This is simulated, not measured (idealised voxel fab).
A process module follows: voxel self aligned contacts.
The figure presents cross-section cut, which has a width of 215 nm and is divided into square cells with an edge length of 5 nm.
Cross-section layout: square cells on a grid; listed as bands, top to bottom; a band spans one or more cell rows. The entry gives the band's vertical extent as a top height and a bottom height in nm, then its horizontal make-up as materials from left to right, each with a width in nm. "air" stands for empty space; a single material marked "full width" fills the band edge to edge. Heights are expressed relative to 0, this being the level below which the as-received wafer comprises one material exclusively. The lowest band is unbounded in the downward direction and is denoted as in "0 -> down". A two-number width, for instance "30 to 40", indicates that the width is equal to the first number in the top row of the band and to the second number in the bottom row, and that it changes by a constant amount per row of cells. "no alterations made" means the step left every cell of the cross-section as it was. Reported under the label "Sealed internal voids" are the empty spaces having no open way to the top and comprising 8 cells or more; the notation for each is width x height at distance, in which the distance is measured from the left edge and all three values are in nm. That trailing text on a step's line, after the settings, is the simulator's own remark on the step. overlay nm: how far to the right of its planned place the mask lay on this masked step (negative: to the left).

SET OUT BELOW ARE THE PLANNED STEPS OF THE PROCESS
1) RECEIVE, material Si
2) CONFORMAL_DEP, material SiO2, thk nm 5
3) DIRECTIONAL_DEP, material polySi, thk nm 20
4) DIRECTIONAL_DEP, material SiN, thk nm 25
5) PATTERN, tone cover, mask id GATE, material resist, width nm 25, pitch nm 60, thk nm 15, overlay nm 0
6) DIRECTIONAL_ETCH, etch materials SiN, depth nm 25
7) DIRECTIONAL_ETCH, etch materials polySi, depth nm 20
8) STRIP, etch materials resist
9) CONFORMAL_DEP, material SiN, thk nm 10
10) DIRECTIONAL_ETCH, etch materials SiN, depth nm 10
11) FILL_DEP, material SiO2, thk nm 15
12) CMP, height nm 60
13) DIRECTIONAL_DEP, material aC, thk nm 15
14) PATTERN, tone open, mask id CONTACT, material resist, width nm 45, pitch nm 60, thk nm 30, overlay nm 0
15) DIRECTIONAL_ETCH, etch materials aC, depth nm 15
16) STRIP, etch materials resist
17) DIRECTIONAL_ETCH, etch materials SiO2, depth nm 60
18) STRIP, etch materials aC
19) CONFORMAL_DEP, material TiN, thk nm 5
20) FILL_DEP, material W, thk nm 5
21) CMP, height nm 60
22) CONFORMAL_DEP, material SiCN, thk nm 5

WAFER AS RECEIVED: CROSS-SECTION FOLLOWING STEP 1
    0 -> down  Si full width
    Sealed internal voids: none

FIRST WAFER AT THE END, AS PLANNED
    65 -> 60  SiCN full width
    60 -> 50  SiO2 (55), TiN (5 to 20), W (35 to 5), TiN (5 to 20), SiO2 (15), TiN (5 to 20), W (35 to 5), TiN (5 to 20), SiO2 (55)
    50 -> 25  SiO2 (25), SiN (45), TiN (5), W (5), TiN (5), SiN (45), TiN (5), W (5), TiN (5), SiN (45), SiO2 (25)
    25 -> 5  SiO2 (25), SiN (10), polySi (25), SiN (10), TiN (5), W (5), TiN (5), SiN (10), polySi (25), SiN (10), TiN (5), W (5), TiN (5), SiN (10), polySi (25), SiN (10), SiO2 (25)
    5 -> 0  SiO2 (70), TiN (15), SiO2 (45), TiN (15), SiO2 (70)
    0 -> down  Si full width
    Sealed internal voids: none

WAFER TWO CROSS-SECTION, MODULE END. START AND PLAN UNCHANGED FROM WAFER ONE; ONE MISTAKE MADE DURING THE RUN
    65 -> 60  SiCN full width
    60 -> 55  SiO2 (25), SiN (45), TiN (5), W (5), TiN (5), SiN (45), TiN (5), W (5), TiN (5), SiN (45), SiO2 (25)
    55 -> 50  SiO2 (25), SiN (45), TiN (15), SiN (45), TiN (15), SiN (45), SiO2 (25)
    50 -> 25  SiN full width
    25 -> 5  polySi full width
    5 -> 0  SiO2 full width
    0 -> down  Si full width
    Sealed internal voids: none
Here's what went sideways: step 4 of the plan was carried out twice
Wafer comparison, final, in cells, second relative to first, materials more or fewer: SiN +86 | SiO2 -114 | TiN -52 | W -32 | polySi +112
